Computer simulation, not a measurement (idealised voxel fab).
Process module under the name voxel self aligned vias
Cross-section cut spans 160 nm and uses square cells 5 nm in size.
In this document a cross-section is written as a grid of square cells. It is given as a series of bands, listed from the top down, and a band is one or more rows of cells. The entry gives the band's vertical extent as a top height and a bottom height in nm, then its horizontal make-up as materials from left to right, each with a width in nm. "blank" stands for empty space; a single material marked "all across" fills the band edge to edge. We count height from 0. Below that, the starting wafer is all one material. The lowest band never ends at the bottom but goes on down; see "0 and below" for how that is written. Read "30 to 40" as a graded width: first number on top, second number at the bottom, same change between each pair of neighbouring rows. For the purposes of this document, the phrase "nothing got changed" attached to a step denotes that no cell within the cross-section was modified by that step. The label "Voids lacking openings" introduces a list of the empty spaces, 8 cells or larger, that have no open way up to the top; each entry in it reads width x height at distance, where the distance is taken from the left edge and all three are stated in nm. Heads up: the bit after the settings on a step's line is the simulator's remark on that step. When a step includes a mask, the "overlay nm" setting on its line states how far to the right of its planned place that mask lay, and negative values state how far to the left.

**Intended process steps**
1 RECEIVE, material Si
2 CONFORMAL_DEP, material SiO2, thk nm 15
3 CONFORMAL_DEP, material SiCN, thk nm 5
4 DIRECTIONAL_DEP, material SiO2, thk nm 30
5 DIRECTIONAL_DEP, material aC, thk nm 10
6 PATTERN, tone open, mask id LINES, material resist, width nm 20, pitch nm 55, thk nm 25, overlay nm 0
7 DIRECTIONAL_ETCH, etch materials aC, depth nm 10
8 STRIP, etch materials resist
9 DIRECTIONAL_ETCH, etch materials SiO2, depth nm 30
10 STRIP, etch materials aC
11 CONFORMAL_DEP, material TiN, thk nm 5
12 FILL_DEP, material Ru, thk nm 10
13 CMP, height nm 50
14 SELECTIVE_ETCH, etch materials W Ru TiN, depth nm 10
15 FILL_DEP, material SiN, thk nm 10
16 CMP, height nm 50
17 DIRECTIONAL_DEP, material SiO2, thk nm 20
18 PATTERN, tone open, mask id VIAS, material resist, width nm 30, thk nm 20, overlay nm 0
19 DIRECTIONAL_ETCH, etch materials SiO2, depth nm 20
20 DIRECTIONAL_ETCH, etch materials SiN, depth nm 10
21 STRIP, etch materials resist
22 CONFORMAL_DEP, material TiN, thk nm 5
23 FILL_DEP, material Cu, thk nm 5
24 CMP, height nm 70
25 CONFORMAL_DEP, material SiN, thk nm 5

**This is the cross-section of the wafer as we received it, i.e. after step 1**
	0 and below | Si all across
	Voids lacking openings: none

**End-of-module cross-section. Starting structure and process plan as above; one mistake made in running it**
	75 down to 70 | SiN all across
	70 down to 65 | Cu all across
	65 down to 60 | TiN 40, Cu 20, TiN 100
	60 down to 45 | SiO2 35, TiN 5, Cu 20, TiN 5, SiO2 95
	45 down to 40 | SiO2 35, TiN 30, SiO2 95
	40 down to 25 | SiO2 40, TiN 5, Ru 10, TiN 5, SiO2 35, TiN 5, Ru 10, TiN 5, SiO2 45
	25 down to 20 | SiO2 40, TiN 20, SiO2 35, TiN 20, SiO2 45
	20 down to 15 | SiCN all across
	15 down to 0 | SiO2 all across
	0 and below | Si all across
	Voids lacking openings: none
Heads up, the wafer didn't run the way we planned it: step 16 was not run as planned; what actually ran was CMP, height nm 40
